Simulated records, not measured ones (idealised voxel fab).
A process module follows: voxel tone inversion.
Pictured: cross-section cut, 170 nm wide, on a grid of 5 nm square cells.
We lay out every cross-section as a grid of square cells and spell it out in bands from the top down, where one band means one or more rows of cells. Quick guide to a band line: top height, bottom height (nm) up front; then every material left to right with its width in nm. Only one material and it's marked "everywhere"? Then it fills the band edge to edge. And "air" just means empty space. Height reference: 0 = level under which incoming wafer is all one material. Lowest band: no bottom, runs on downward, e.g. "0 nm and below". Graded width ("30 to 40"): value in top row of band = first number; value in bottom row = second number; row-to-row change constant. "same as before" (step): cross-section cells unchanged, all of them. "Enclosed voids" lists enclosed empty spaces (at least 8 cells, no open path upward to the top), each as width x height at distance from the left edge, in nm. Where a step's line continues beyond its settings, the continuation is a remark by the simulator itself on that step. overlay nm: mask offset rightward from planned place, masked step; negative means leftward offset.
Process steps - plan:
step 1: RECEIVE | material Si
step 2: CONFORMAL_DEP | material SiN | thk nm 5
step 3: DIRECTIONAL_DEP | material aC | thk nm 15
step 4: PATTERN | tone cover | mask id POSTS | material resist | width nm 20 | pitch nm 40 | thk nm 20 | overlay nm 0
step 5: DIRECTIONAL_ETCH | etch materials aC | depth nm 15
step 6: STRIP | etch materials resist
step 7: FILL_DEP | material SiO2 | thk nm 5
step 8: CMP | height nm 20
step 9: STRIP | etch materials aC
varied across the wafers: depth nm of step 5. The plan shows the first wafer's value. All wafers start alike
Cross-section of the first of several wafers as received (after step 1):
0 nm and below | Si everywhere
Enclosed voids: none
Wafer rows, end of module: cells per material gained (+) or lost (-) since receipt; closed voids last:
depth nm 15; +34 SiN; +54 SiO2; Enclosed voids: none
depth nm 20; +34 SiN; +54 SiO2; Enclosed voids: none
depth nm 25; +34 SiN; +70 SiO2; +32 aC; Enclosed voids: none
